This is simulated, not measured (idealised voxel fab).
process module | voxel gate over fins
cross-section cut | 235 nm wide | cells 5 nm
A cross-section is a grid of square cells, given in bands from the top down. A band is one or more rows of cells.
Each band's line starts with the height of the band's top and of its bottom, in nm. Then come its materials from left to right, each with its width in nm. One material with "throughout" fills the band from edge to edge. "air" is empty space.
Height 0 is the level under which the wafer as received is all one material. The lowest band goes on downwards, as in "0 down".
A width such as "30 to 40" changes by the same amount from each row of cells to the next, from the band's top row to its bottom row.
"no change" after a step means that no cell of the cross-section changed.
closed voids: empty space of 8 cells or more with no open way to the top, each as width x height at its distance from the left edge, in nm
after a step's settings: what the simulator itself notes on the step
overlay nm, on a step with a mask: how far to the right of its planned place the mask lay; to the left if negative
plan
1 op RECEIVE | material Si
2 op CONFORMAL_DEP | material SiN | thk nm 10
3 op PATTERN | tone cover | mask id FINS | material resist | width nm 15 | pitch nm 55 | thk nm 15 | overlay nm 0
4 op DIRECTIONAL_ETCH | etch materials SiN | depth nm 10
5 op DIRECTIONAL_ETCH | etch materials Si | depth nm 40
6 op STRIP | etch materials resist
7 op OXIDIZE | depth nm 5
8 op FILL_DEP | material SiO2 | thk nm 5
9 op CMP | height nm 10
10 op DIRECTIONAL_DEP | material aC | thk nm 15
11 op PATTERN | tone open | mask id RAIL | material resist | width nm 15 | thk nm 30 | overlay nm 0
12 op DIRECTIONAL_ETCH | etch materials aC | depth nm 15
13 op STRIP | etch materials resist
14 op DIRECTIONAL_ETCH | etch materials SiO2 | depth nm 45
15 op STRIP | etch materials aC
16 op CONFORMAL_DEP | material TiN | thk nm 5
17 op FILL_DEP | material Ru | thk nm 10
18 op CMP | height nm 10
19 op SELECTIVE_ETCH | etch materials W Ru TiN | depth nm 30
20 op FILL_DEP | material SiO2 | thk nm 5
21 op CMP | height nm 10
22 op SELECTIVE_ETCH | etch materials SiO2 | depth nm 25
23 op STRIP | etch materials SiN
24 op CONFORMAL_DEP | material HfO2 | thk nm 5
25 op CONFORMAL_DEP | material TiN | thk nm 5
26 op FILL_DEP | material W | thk nm 10
27 op CMP | height nm 15
28 op CONFORMAL_DEP | material SiN | thk nm 10
as received, after step 1
  0 down: Si throughout
  closed voids: none
first wafer at the end, as planned
  25 to 15: SiN throughout
  15 to 10: W throughout
  10 to 5: W 50 | TiN 25 | W 30 | TiN 25 | W 30 | TiN 25 | W 50
  5 to 0: W 50 | TiN 5 | HfO2 15 | TiN 5 | W 30 | TiN 5 | HfO2 15 | TiN 5 | W 30 | TiN 5 | HfO2 15 | TiN 5 | W 50
  0 to -5: W 50 | TiN 5 | HfO2 5 | Si 5 | HfO2 5 | TiN 5 | W 30 | TiN 5 | HfO2 5 | Si 5 | HfO2 5 | TiN 5 | W 30 | TiN 5 | HfO2 5 | Si 5 | HfO2 5 | TiN 5 | W 50
  -5 to -10: TiN 55 | HfO2 5 | Si 5 | HfO2 5 | TiN 40 | HfO2 5 | Si 5 | HfO2 5 | TiN 40 | HfO2 5 | Si 5 | HfO2 5 | TiN 55
  -10 to -15: HfO2 60 | Si 5 | HfO2 50 | Si 5 | HfO2 50 | Si 5 | HfO2 60
  -15 to -20: SiO2 60 | Si 5 | SiO2 50 | Si 5 | SiO2 50 | Si 5 | SiO2 60
  -20 to -30: SiO2 60 | Si 5 | SiO2 15 | TiN 5 | Ru 5 | TiN 5 | SiO2 20 | Si 5 | SiO2 50 | Si 5 | SiO2 60
  -30 to -35: SiO2 60 | Si 5 | SiO2 15 | TiN 15 | SiO2 20 | Si 5 | SiO2 50 | Si 5 | SiO2 60
  -35 to -45: SiO2 60 | Si 5 | SiO2 50 | Si 5 | SiO2 50 | Si 5 | SiO2 60
  -45 down: Si throughout
  closed voids: none
second wafer at the end: like start, like plan, one mistake
  25 to 15: SiN throughout
  15 to 10: W throughout
  10 to 5: W 50 | TiN 25 | W 30 | TiN 25 | W 30 | TiN 25 | W 50
  5 to 0: W 50 | TiN 5 | HfO2 15 | TiN 5 | W 30 | TiN 5 | HfO2 15 | TiN 5 | W 30 | TiN 5 | HfO2 15 | TiN 5 | W 50
  0 to -5: W 50 | TiN 5 | HfO2 5 | Si 5 | HfO2 5 | TiN 5 | W 30 | TiN 5 | HfO2 5 | Si 5 | HfO2 5 | TiN 5 | W 30 | TiN 5 | HfO2 5 | Si 5 | HfO2 5 | TiN 5 | W 50
  -5 to -10: TiN 40 | W 10 | TiN 5 | HfO2 5 | Si 5 | HfO2 5 | TiN 5 | W 30 | TiN 5 | HfO2 5 | Si 5 | HfO2 5 | TiN 5 | W 30 | TiN 5 | HfO2 5 | Si 5 | HfO2 5 | TiN 5 | W 10 | TiN 40
  -10 to -15: HfO2 35 | TiN 5 | W 10 | TiN 5 | HfO2 5 | Si 5 | HfO2 5 | TiN 40 | HfO2 5 | Si 5 | HfO2 5 | TiN 5 | W 30 | TiN 5 | HfO2 5 | Si 5 | HfO2 5 | TiN 5 | W 10 | TiN 5 | HfO2 35
  -15 to -20: SiO2 30 | HfO2 5 | TiN 20 | HfO2 5 | Si 5 | HfO2 5 | TiN 5 | HfO2 25 | TiN 10 | HfO2 5 | Si 5 | HfO2 5 | TiN 40 | HfO2 5 | Si 5 | HfO2 5 | TiN 20 | HfO2 5 | SiO2 30
  -20 to -25: SiO2 30 | HfO2 30 | Si 5 | HfO2 15 | TiN 5 | Ru 5 | TiN 5 | HfO2 20 | Si 5 | HfO2 50 | Si 5 | HfO2 30 | SiO2 30
  -25 to -30: SiO2 60 | Si 5 | SiO2 15 | TiN 5 | Ru 5 | TiN 5 | SiO2 20 | Si 5 | SiO2 50 | Si 5 | SiO2 60
  -30 to -35: SiO2 60 | Si 5 | SiO2 15 | TiN 15 | SiO2 20 | Si 5 | SiO2 50 | Si 5 | SiO2 60
  -35 to -45: SiO2 60 | Si 5 | SiO2 50 | Si 5 | SiO2 50 | Si 5 | SiO2 60
  -45 down: Si throughout
  closed voids: none
what went wrong: steps 22 and 23 were swapped
at the end the second wafer has, in cells: 18 more of HfO2 | 61 fewer of SiO2 | 17 more of TiN | 26 more of W
